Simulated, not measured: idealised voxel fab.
Name of the process module below: voxel air gaps
Shown is cross-section cut, with a width of 285 nm and square cells of size 5 nm.
Cross-section = grid of square cells, listed top down in bands; band = one or more rows. In this notation a band is specified by the heights of its top and bottom, in that order and in nm, after which its materials appear from left to right, each paired with its width in nm. The word "throughout" attached to a single material means that material fills the band from edge to edge; the word "air" stands for empty space. Counting heights begins at 0, where everything beneath is, in the wafer as received, one material. The lowest band has no bottom; it goes on downwards, as "z 0 and below" shows. The expression "30 to 40" gives the width at the extremes of the band, the first number at its top row of cells and the second at its bottom row, with the width changing by equal amounts from each row to the next in between. The designation "remained unchanged", where it is given for a processing step, indicates that no cell of the cross-section was altered in the course of that step. "Closed void register" - sealed voids, min. 8 cells, no opening to top; format: width x height at distance (distance from left edge; nm throughout). Whatever follows a step's settings on its line is a remark the simulator itself makes about that step. "overlay nm" denotes, for a step that has a mask, the displacement of the mask to the right of its planned place, with negative values corresponding to the left.
### So here's the lineup of process steps we planned
1,RECEIVE | material Si
2,CONFORMAL_DEP | material SiO2 | thk nm 15
3,CONFORMAL_DEP | material SiN | thk nm 5
4,DIRECTIONAL_DEP | material lowk | thk nm 30
5,MASKED_ETCH | tone open | mask id LINES | width nm 20 | pitch nm 50 | etch materials lowk | depth nm 30 | overlay nm 0
6,CONFORMAL_DEP | material TiN | thk nm 5
7,FILL_DEP | material Cu | thk nm 10
8,CMP | height nm 50
9,EPI | material Ru | thk nm 10
10,SELECTIVE_ETCH | etch materials lowk | depth nm 40
11,CONFORMAL_DEP | material SiCN | thk nm 5
### Incoming wafer in cross-section (state: after step 1)
z 0 and below | Si throughout
Closed void register: none
### Here's the wafer cut in cross-section after the module, started and planned just like above, except one thing was done wrong in the run
z 75 to 70 | air=30, then SiCN=220, then air=35
z 70 to 50 | air=30, then SiCN=5, then Ru=210, then SiCN=5, then air=35
z 50 to 45 | air=30, then SiCN=25, then TiN=5, then Cu=10, then TiN=5, then lowk=30, then TiN=5, then Cu=10, then TiN=5, then lowk=30, then TiN=5, then Cu=10, then TiN=5, then lowk=30, then TiN=5, then Cu=10, then TiN=5, then SiCN=25, then air=35
z 45 to 25 | air=50, then SiCN=5, then TiN=5, then Cu=10, then TiN=5, then lowk=30, then TiN=5, then Cu=10, then TiN=5, then lowk=30, then TiN=5, then Cu=10, then TiN=5, then lowk=30, then TiN=5, then Cu=10, then TiN=5, then SiCN=5, then air=55
z 25 to 20 | SiCN=55, then TiN=20, then lowk=30, then TiN=20, then lowk=30, then TiN=20, then lowk=30, then TiN=20, then SiCN=60
z 20 to 15 | SiN throughout
z 15 to 0 | SiO2 throughout
z 0 and below | Si throughout
Closed void register: none
Against the plan, the run slipped here: plan step 9 was twice executed
